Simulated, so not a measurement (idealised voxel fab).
voxel ribs on slabs: a process module
Section cut is 290 nm wide and gridded with 5 nm square cells.
We lay out every cross-section as a grid of square cells and spell it out in bands from the top down, where one band means one or more rows of cells. It is stipulated that each band's entry specify, in nanometres, the height of the top of the band and then that of its bottom, followed by the materials of the band in left-to-right sequence, each together with its width in nanometres. A single material marked by the word "all across" is understood to fill the band from edge to edge; the word "blank" is understood to denote empty space. Counting heights begins at 0, where everything beneath is, in the wafer as received, one material. The lowest band has no bottom; it goes on downwards, as "z 0 and below" shows. The width entry "30 to 40" should be interpreted row by row: the top row of cells in the band takes the first number, the bottom row takes the second number, and the change between adjacent rows is uniform throughout. You'll sometimes find "nothing altered" written for a step, and that's the way of saying that nowhere in the cross-section did a cell change during that step. Listed in "Closed void entries": every empty space of 8 or more cells without an open way to the top. Form: width x height at distance, the distance being from the left edge, all in nm. If you see something after the settings on a step's line, that's the simulator's own remark about that step. overlay nm: where the mask lay relative to plan, measured to the right, on steps with a mask; negatives go left.

-- The planned process steps are enumerated hereunder
1,RECEIVE,material Si
2,DIRECTIONAL_DEP,material SiO2,thk nm 30
3,DIRECTIONAL_DEP,material polySi,thk nm 20
4,MASKED_ETCH,tone cover,mask id RIB,width nm 25,etch materials polySi,depth nm 5,overlay nm 0
5,PATTERN,tone cover,mask id SLAB,material resist,width nm 55,thk nm 15,overlay nm 0
6,DIRECTIONAL_ETCH,etch materials polySi,depth nm 15
7,STRIP,etch materials resist
8,FILL_DEP,material SiO2,thk nm 20
9,CMP,height nm 60
10,DIRECTIONAL_DEP,material W,thk nm 5
11,MASKED_ETCH,tone cover,mask id HEATER,width nm 35,etch materials W,depth nm 5,overlay nm 0
12,CONFORMAL_DEP,material SiN,thk nm 10

-- The cross-section here shows the wafer as received, i.e. in its state after step 1
	z 0 and below  Si all across
	Closed void entries: none

-- Cross-section, first of two wafers, end of module, run as planned
	z 75 to 70  blank: 115 | SiN: 55 | blank: 120
	z 70 to 65  SiN all across
	z 65 to 60  SiN: 125 | W: 35 | SiN: 130
	z 60 to 50  SiO2 all across
	z 50 to 45  SiO2: 130 | polySi: 25 | SiO2: 135
	z 45 to 30  SiO2: 115 | polySi: 55 | SiO2: 120
	z 30 to 0  SiO2 all across
	z 0 and below  Si all across
	Closed void entries: none

-- Second wafer through the module, sectioned at the end: same beginning and same plan as the first wafer, with one mistake in carrying it out
	z 75 to 70  blank: 115 | SiN: 55 | blank: 120
	z 70 to 65  SiN all across
	z 65 to 60  SiN: 125 | W: 35 | SiN: 130
	z 60 to 50  SiO2 all across
	z 50 to 45  SiO2: 115 | polySi: 15 | SiO2: 25 | polySi: 15 | SiO2: 120
	z 45 to 35  SiO2: 115 | polySi: 55 | SiO2: 120
	z 35 to 30  polySi all across
	z 30 to 0  SiO2 all across
	z 0 and below  Si all across
	Closed void entries: none
Error vs. plan: step 4 ran with different settings than intended, the actual operation and settings being MASKED_ETCH,tone open,mask id RIB,width nm 25,etch materials polySi,depth nm 5,overlay nm 0
The final cell counts differ between the wafers, with the second having more or fewer of some materials than the first: SiO2 -48, polySi +48
